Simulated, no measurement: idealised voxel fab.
Process module in this document: voxel gate over fins
This is section cut - it's 225 nm across, gridded in 5 nm square cells.
If you're reading a cross-section in this doc, picture square cells in a grid; it comes to you as bands, top ones listed first down to the bottom, and a band can be one or more rows of cells. Band entry format. Leading values: height of top, height of bottom, nm. Remainder: materials in left-to-right order, each with its width in nm. Special words: "edge to edge" on a single material, which then fills the band edge to edge; "air", empty space. Measure heights from 0. That's the level where, below it, the as-received wafer is all one material. The lowest band is bottomless and extends downward; write it as in "from 0 down". It should be noted that a width expressed as "30 to 40" varies in equal increments from row to row of cells within the band, taking the value of the first number at the top row and that of the second number at the bottom row. The cross-section has no changed cell in any step marked "everything unchanged". "Trapped void list" lists enclosed empty spaces (at least 8 cells, no open path upward to the top), each as width x height at distance from the left edge, in nm. On each step's line, the part that comes after the settings is the simulator's own comment on the step. overlay nm, on a step with a mask: how far to the right of its planned place the mask lay; to the left if negative.
-- Below is the list of planned process steps
1. RECEIVE: material Si
2. CONFORMAL_DEP: material SiN, thk nm 5
3. PATTERN: tone cover, mask id FINS, material resist, width nm 15, pitch nm 45, thk nm 20, overlay nm 0
4. DIRECTIONAL_ETCH: etch materials SiN, depth nm 5
5. DIRECTIONAL_ETCH: etch materials Si, depth nm 35
6. STRIP: etch materials resist
7. OXIDIZE: depth nm 5
8. FILL_DEP: material SiO2, thk nm 5
9. CMP: height nm 5
10. SELECTIVE_ETCH: etch materials SiO2, depth nm 15
11. STRIP: etch materials SiN
12. CONFORMAL_DEP: material HfO2, thk nm 5
13. CONFORMAL_DEP: material TiN, thk nm 5
14. FILL_DEP: material W, thk nm 15
15. CMP: height nm 20
16. CONFORMAL_DEP: material SiN, thk nm 10
-- Step 1 complete: cross-section of the wafer as received
    from 0 down = Si edge to edge
    Trapped void list: none
-- Result of the module, cross-sectioned: start per above, plan per above, one error in how it was run
    from 30 to 20 = SiN edge to edge
    from 20 to 10 = W edge to edge
    from 10 to 5 = 50 W / 35 TiN / 10 W / 35 TiN / 10 W / 35 TiN / 50 W
    from 5 to 0 = 50 W / 5 TiN / 25 HfO2 / 5 TiN / 10 W / 5 TiN / 25 HfO2 / 5 TiN / 10 W / 5 TiN / 25 HfO2 / 5 TiN / 50 W
    from 0 to -5 = 55 TiN / 5 HfO2 / 15 Si / 5 HfO2 / 20 TiN / 5 HfO2 / 15 Si / 5 HfO2 / 20 TiN / 5 HfO2 / 15 Si / 5 HfO2 / 55 TiN
    from -5 to -10 = 60 HfO2 / 15 Si / 30 HfO2 / 15 Si / 30 HfO2 / 15 Si / 60 HfO2
    from -10 to -40 = 60 SiO2 / 15 Si / 30 SiO2 / 15 Si / 30 SiO2 / 15 Si / 60 SiO2
    from -40 down = Si edge to edge
    Trapped void list: none
It is concluded that the wafer was processed incorrectly with respect to the plan, in that step 3 was processed under conditions differing from the plan, specifically as PATTERN: tone cover, mask id FINS, material resist, width nm 25, pitch nm 45, thk nm 20, overlay nm 0
